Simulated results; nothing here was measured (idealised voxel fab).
Presented below is a process module, voxel quadruple lines.
In the cross-section labelled cut, the width is 285 nm and each square cell is 5 nm.
Think of the cross-section as a grid of square cells. We describe it in bands, top to bottom, and each band covers one or more rows of those cells. Within each band entry, the heights of the top and of the bottom of the band appear first, in that order and in nm; the materials of the band then follow from left to right, each with its corresponding width in nm. The designation "full width" on a single material indicates that it fills the band from edge to edge; the designation "air" indicates empty space. Where do heights start? At 0: under that level the wafer as delivered is made of one material only. And the lowest band has no floor; it just carries on downward, as in "0..down". It should be noted that a width expressed as "30 to 40" varies in equal increments from row to row of cells within the band, taking the value of the first number at the top row and that of the second number at the bottom row. "left unchanged" means the step left every cell of the cross-section as it was. Entry "Cavities, sealed" = empty spaces >= 8 cells with no open way to the top; each as width x height at distance, distance from left edge, all nm. Where a step's line continues beyond its settings, the continuation is a remark by the simulator itself on that step. On any step carrying a mask, the "overlay nm" setting, if present on the step's line, tells how far right of its planned place the mask lay; negative values point to the left.

INTENDED PROCESS STEPS
| 1 | op RECEIVE | material Si |
| 2 | op CONFORMAL_DEP | material SiO2 | thk nm 10 |
| 3 | op DIRECTIONAL_DEP | material TiN | thk nm 10 |
| 4 | op DIRECTIONAL_DEP | material polySi | thk nm 15 |
| 5 | op DIRECTIONAL_DEP | material aC | thk nm 25 |
| 6 | op PATTERN | tone cover | mask id MANDREL | material resist | width nm 25 | thk nm 35 | overlay nm 0 |
| 7 | op DIRECTIONAL_ETCH | etch materials aC | depth nm 25 |
| 8 | op STRIP | etch materials resist |
| 9 | op CONFORMAL_DEP | material SiO2 | thk nm 15 |
| 10 | op DIRECTIONAL_ETCH | etch materials SiO2 | depth nm 15 |
| 11 | op STRIP | etch materials aC |
| 12 | op DIRECTIONAL_ETCH | etch materials polySi | depth nm 15 |
| 13 | op STRIP | etch materials SiO2 |
| 14 | op CONFORMAL_DEP | material SiN | thk nm 5 |
| 15 | op DIRECTIONAL_ETCH | etch materials SiN | depth nm 5 |
| 16 | op STRIP | etch materials polySi |
| 17 | op DIRECTIONAL_ETCH | etch materials TiN | depth nm 10 |
| 18 | op STRIP | etch materials SiN |

INCOMING WAFER IN CROSS-SECTION (STATE: AFTER STEP 1)
- 0..down | Si full width
- Cavities, sealed: none

CROSS-SECTION: FIRST OF TWO WAFERS, MODULE FINISHED, RUN ACCORDING TO PLAN
- 20..10 | air 110 nm, TiN 5 nm, air 15 nm, TiN 5 nm, air 15 nm, TiN 5 nm, air 15 nm, TiN 5 nm, air 110 nm
- 10..0 | SiO2 full width
- 0..down | Si full width
- Cavities, sealed: none

SECOND WAFER AT THE END: LIKE START, LIKE PLAN, ONE MISTAKE
- 10..0 | air 110 nm, TiN 5 nm, air 15 nm, TiN 5 nm, air 15 nm, TiN 5 nm, air 15 nm, TiN 5 nm, air 110 nm
- 0..down | Si full width
- Cavities, sealed: none
Finding, execution versus plan: step 2 of the plan: omitted, not performed
Final tally in cells, some materials are higher or lower on the second wafer than on the first: -114 SiO2
